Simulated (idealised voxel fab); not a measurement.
The following is a process module called voxel gate over fins.
Cross-section cut: width 280 nm, square cells of 5 nm.
Cross-section = grid of square cells, listed top down in bands; band = one or more rows. Band: top height; bottom height; in nm. Then, left to right: material with width in nm, for each material. "full width": a single material spanning edge to edge. "blank": empty space. Basically, 0 is our baseline, since under it the wafer straight out of the box is all one material. The bottom band has no lower end and keeps on going down, so it looks like "0 -> down". Width: "30->40" (first number = top row, second number = bottom row, same change from row to row of cells). Any step labelled "no modifications" changed none of the cells in the cross-section. "Closed-off voids" lists enclosed empty spaces (at least 8 cells, no open path upward to the top), each as width x height at distance from the left edge, in nm. Post-settings text on a step line: simulator's own remark regarding the step. overlay nm: right-of-plan distance of the mask on a masked step; negative values mean left-of-plan.

THE FOLLOWING LIST GIVES THE PLANNED PROCESS STEPS
1 RECEIVE | material Si
2 CONFORMAL_DEP | material SiN | thk nm 5
3 PATTERN | tone cover | mask id FINS | material resist | width nm 15 | pitch nm 35 | thk nm 15 | overlay nm 0
4 DIRECTIONAL_ETCH | etch materials SiN | depth nm 5
5 DIRECTIONAL_ETCH | etch materials Si | depth nm 40
6 STRIP | etch materials resist
7 OXIDIZE | depth nm 5
8 FILL_DEP | material SiO2 | thk nm 15
9 CMP | height nm 5
10 SELECTIVE_ETCH | etch materials SiO2 | depth nm 15
11 STRIP | etch materials SiN
12 CONFORMAL_DEP | material HfO2 | thk nm 5
13 CONFORMAL_DEP | material TiN | thk nm 5
14 CONFORMAL_DEP | material TiAl | thk nm 5
15 CONFORMAL_DEP | material TiN | thk nm 5
16 FILL_DEP | material W | thk nm 10
17 CMP | height nm 25
18 CONFORMAL_DEP | material SiN | thk nm 10

FIRST OF THE TWO WAFERS, RUN PER PLAN

AS RECEIVED, AFTER STEP 1
  0 -> down = Si full width
  Closed-off voids: none

PRESENTED HERE IS A CROSS-SECTION OF THE WAFER AFTER STEP 2 HAS BEEN PERFORMED
  5 -> 0 = SiN full width
  Heights below 0 show no change.

PRESENTED HERE IS A CROSS-SECTION OF THE WAFER AFTER STEP 3 HAS BEEN PERFORMED
  20 -> 5 = blank 95 nm, then resist 15 nm, then blank 20 nm, then resist 15 nm, then blank 20 nm, then resist 15 nm, then blank 100 nm
  Heights below 5 show no change.

PRESENTED HERE IS A CROSS-SECTION OF THE WAFER AFTER STEP 4 HAS BEEN PERFORMED
  20 -> 5 = blank 95 nm, then resist 15 nm, then blank 20 nm, then resist 15 nm, then blank 20 nm, then resist 15 nm, then blank 100 nm
  5 -> 0 = blank 95 nm, then SiN 15 nm, then blank 20 nm, then SiN 15 nm, then blank 20 nm, then SiN 15 nm, then blank 100 nm
  Heights below 0 show no change.

PRESENTED HERE IS A CROSS-SECTION OF THE WAFER AFTER STEP 5 HAS BEEN PERFORMED
  20 -> 5 = blank 95 nm, then resist 15 nm, then blank 20 nm, then resist 15 nm, then blank 20 nm, then resist 15 nm, then blank 100 nm
  5 -> 0 = blank 95 nm, then SiN 15 nm, then blank 20 nm, then SiN 15 nm, then blank 20 nm, then SiN 15 nm, then blank 100 nm
  0 -> -40 = blank 95 nm, then Si 15 nm, then blank 20 nm, then Si 15 nm, then blank 20 nm, then Si 15 nm, then blank 100 nm
  Heights below -40 show no change.

PRESENTED HERE IS A CROSS-SECTION OF THE WAFER AFTER STEP 6 HAS BEEN PERFORMED
  5 -> 0 = blank 95 nm, then SiN 15 nm, then blank 20 nm, then SiN 15 nm, then blank 20 nm, then SiN 15 nm, then blank 100 nm
  Heights below 0 show no change.

PRESENTED HERE IS A CROSS-SECTION OF THE WAFER AFTER STEP 7 HAS BEEN PERFORMED
  5 -> 0 = blank 95 nm, then SiN 15 nm, then blank 20 nm, then SiN 15 nm, then blank 20 nm, then SiN 15 nm, then blank 100 nm
  0 -> -40 = blank 95 nm, then SiO2 5 nm, then Si 5 nm, then SiO2 5 nm, then blank 20 nm, then SiO2 5 nm, then Si 5 nm, then SiO2 5 nm, then blank 20 nm, then SiO2 5 nm, then Si 5 nm, then SiO2 5 nm, then blank 100 nm
  -40 -> -45 = SiO2 100 nm, then Si 5 nm, then SiO2 30 nm, then Si 5 nm, then SiO2 30 nm, then Si 5 nm, then SiO2 105 nm
  Heights below -45 show no change.

PRESENTED HERE IS A CROSS-SECTION OF THE WAFER AFTER STEP 8 HAS BEEN PERFORMED
  20 -> 5 = SiO2 full width
  5 -> 0 = SiO2 95 nm, then SiN 15 nm, then SiO2 20 nm, then SiN 15 nm, then SiO2 20 nm, then SiN 15 nm, then SiO2 100 nm
  0 -> -45 = SiO2 100 nm, then Si 5 nm, then SiO2 30 nm, then Si 5 nm, then SiO2 30 nm, then Si 5 nm, then SiO2 105 nm
  Heights below -45 show no change.

PRESENTED HERE IS A CROSS-SECTION OF THE WAFER AFTER STEP 9 HAS BEEN PERFORMED
  5 -> 0 = SiO2 95 nm, then SiN 15 nm, then SiO2 20 nm, then SiN 15 nm, then SiO2 20 nm, then SiN 15 nm, then SiO2 100 nm
  Heights below 0 show no change.

PRESENTED HERE IS A CROSS-SECTION OF THE WAFER AFTER STEP 10 HAS BEEN PERFORMED
  5 -> 0 = blank 95 nm, then SiN 15 nm, then blank 20 nm, then SiN 15 nm, then blank 20 nm, then SiN 15 nm, then blank 100 nm
  0 -> -10 = blank 100 nm, then Si 5 nm, then blank 30 nm, then Si 5 nm, then blank 30 nm, then Si 5 nm, then blank 105 nm
  Heights below -10 show no change.

PRESENTED HERE IS A CROSS-SECTION OF THE WAFER AFTER STEP 11 HAS BEEN PERFORMED
  0 -> -10 = blank 100 nm, then Si 5 nm, then blank 30 nm, then Si 5 nm, then blank 30 nm, then Si 5 nm, then blank 105 nm
  Heights below -10 show no change.

PRESENTED HERE IS A CROSS-SECTION OF THE WAFER AFTER STEP 12 HAS BEEN PERFORMED
  5 -> 0 = blank 95 nm, then HfO2 15 nm, then blank 20 nm, then HfO2 15 nm, then blank 20 nm, then HfO2 15 nm, then blank 100 nm
  0 -> -5 = blank 95 nm, then HfO2 5 nm, then Si 5 nm, then HfO2 5 nm, then blank 20 nm, then HfO2 5 nm, then Si 5 nm, then HfO2 5 nm, then blank 20 nm, then HfO2 5 nm, then Si 5 nm, then HfO2 5 nm, then blank 100 nm
  -5 -> -10 = HfO2 100 nm, then Si 5 nm, then HfO2 30 nm, then Si 5 nm, then HfO2 30 nm, then Si 5 nm, then HfO2 105 nm
  Heights below -10 show no change.

PRESENTED HERE IS A CROSS-SECTION OF THE WAFER AFTER STEP 13 HAS BEEN PERFORMED
  10 -> 5 = blank 90 nm, then TiN 25 nm, then blank 10 nm, then TiN 25 nm, then blank 10 nm, then TiN 25 nm, then blank 95 nm
  5 -> 0 = blank 90 nm, then TiN 5 nm, then HfO2 15 nm, then TiN 5 nm, then blank 10 nm, then TiN 5 nm, then HfO2 15 nm, then TiN 5 nm, then blank 10 nm, then TiN 5 nm, then HfO2 15 nm, then TiN 5 nm, then blank 95 nm
  0 -> -5 = TiN 95 nm, then HfO2 5 nm, then Si 5 nm, then HfO2 5 nm, then TiN 20 nm, then HfO2 5 nm, then Si 5 nm, then HfO2 5 nm, then TiN 20 nm, then HfO2 5 nm, then Si 5 nm, then HfO2 5 nm, then TiN 100 nm
  Heights below -5 show no change.

PRESENTED HERE IS A CROSS-SECTION OF THE WAFER AFTER STEP 14 HAS BEEN PERFORMED
  15 -> 10 = blank 85 nm, then TiAl 105 nm, then blank 90 nm
  10 -> 5 = blank 85 nm, then TiAl 5 nm, then TiN 25 nm, then TiAl 10 nm, then TiN 25 nm, then TiAl 10 nm, then TiN 25 nm, then TiAl 5 nm, then blank 90 nm
  5 -> 0 = TiAl 90 nm, then TiN 5 nm, then HfO2 15 nm, then TiN 5 nm, then TiAl 10 nm, then TiN 5 nm, then HfO2 15 nm, then TiN 5 nm, then TiAl 10 nm, then TiN 5 nm, then HfO2 15 nm, then TiN 5 nm, then TiAl 95 nm
  Heights below 0 show no change.

PRESENTED HERE IS A CROSS-SECTION OF THE WAFER AFTER STEP 15 HAS BEEN PERFORMED
  20 -> 15 = blank 80 nm, then TiN 115 nm, then blank 85 nm
  15 -> 10 = blank 80 nm, then TiN 5 nm, then TiAl 105 nm, then TiN 5 nm, then blank 85 nm
  10 -> 5 = TiN 85 nm, then TiAl 5 nm, then TiN 25 nm, then TiAl 10 nm, then TiN 25 nm, then TiAl 10 nm, then TiN 25 nm, then TiAl 5 nm, then TiN 90 nm
  Heights below 5 show no change.

PRESENTED HERE IS A CROSS-SECTION OF THE WAFER AFTER STEP 16 HAS BEEN PERFORMED
  30 -> 20 = W full width
  20 -> 15 = W 80 nm, then TiN 115 nm, then W 85 nm
  15 -> 10 = W 80 nm, then TiN 5 nm, then TiAl 105 nm, then TiN 5 nm, then W 85 nm
  Heights below 10 show no change.

PRESENTED HERE IS A CROSS-SECTION OF THE WAFER AFTER STEP 17 HAS BEEN PERFORMED
  25 -> 20 = W full width
  Heights below 20 show no change.

PRESENTED HERE IS A CROSS-SECTION OF THE WAFER AFTER STEP 18 HAS BEEN PERFORMED
  35 -> 25 = SiN full width
  Heights below 25 show no change.

REGARDING THE SECOND OF THE TWO WAFERS: IT SHARED THE FIRST WAFER'S STARTING CONDITION AND PROCESS PLAN, YET ONE ERROR OCCURRED DURING ITS EXECUTION. ITS HISTORY COINCIDES WITH THAT OF THE FIRST WAFER UP TO AND INCLUDING STEP 12

X-SECTION, SECOND WAFER, WHEN STEP 13 WAS DUE TO FINISH
  10 -> 5 = blank 90 nm, then TiAl 25 nm, then blank 10 nm, then TiAl 25 nm, then blank 10 nm, then TiAl 25 nm, then blank 95 nm
  5 -> 0 = blank 90 nm, then TiAl 5 nm, then HfO2 15 nm, then TiAl 5 nm, then blank 10 nm, then TiAl 5 nm, then HfO2 15 nm, then TiAl 5 nm, then blank 10 nm, then TiAl 5 nm, then HfO2 15 nm, then TiAl 5 nm, then blank 95 nm
  0 -> -5 = TiAl 95 nm, then HfO2 5 nm, then Si 5 nm, then HfO2 5 nm, then TiAl 20 nm, then HfO2 5 nm, then Si 5 nm, then HfO2 5 nm, then TiAl 20 nm, then HfO2 5 nm, then Si 5 nm, then HfO2 5 nm, then TiAl 100 nm
  Heights below -5 show no change.

X-SECTION, SECOND WAFER, WHEN STEP 14 WAS DUE TO FINISH
  15 -> 10 = blank 85 nm, then TiN 105 nm, then blank 90 nm
  10 -> 5 = blank 85 nm, then TiN 5 nm, then TiAl 25 nm, then TiN 10 nm, then TiAl 25 nm, then TiN 10 nm, then TiAl 25 nm, then TiN 5 nm, then blank 90 nm
  5 -> 0 = TiN 90 nm, then TiAl 5 nm, then HfO2 15 nm, then TiAl 5 nm, then TiN 10 nm, then TiAl 5 nm, then HfO2 15 nm, then TiAl 5 nm, then TiN 10 nm, then TiAl 5 nm, then HfO2 15 nm, then TiAl 5 nm, then TiN 95 nm
  Heights below 0 show no change.

X-SECTION, SECOND WAFER, WHEN STEP 15 WAS DUE TO FINISH
  20 -> 10 = blank 80 nm, then TiN 115 nm, then blank 85 nm
  10 -> 5 = TiN 90 nm, then TiAl 25 nm, then TiN 10 nm, then TiAl 25 nm, then TiN 10 nm, then TiAl 25 nm, then TiN 95 nm
  Heights below 5 show no change.

X-SECTION, SECOND WAFER, WHEN STEP 16 WAS DUE TO FINISH
  30 -> 20 = W full width
  20 -> 10 = W 80 nm, then TiN 115 nm, then W 85 nm
  Heights below 10 show no change.

X-SECTION, SECOND WAFER, WHEN STEP 17 WAS DUE TO FINISH
  25 -> 20 = W full width
  Heights below 20 show no change.

X-SECTION, SECOND WAFER, WHEN STEP 18 WAS DUE TO FINISH
  35 -> 25 = SiN full width
  Heights below 25 show no change.
Where did the run depart from the plan? steps 13 and 14 run out of order (swapped)
Upon completion, the cell count for each material on the second wafer equals that on the first, whereas the spatial distribution of those cells differs.
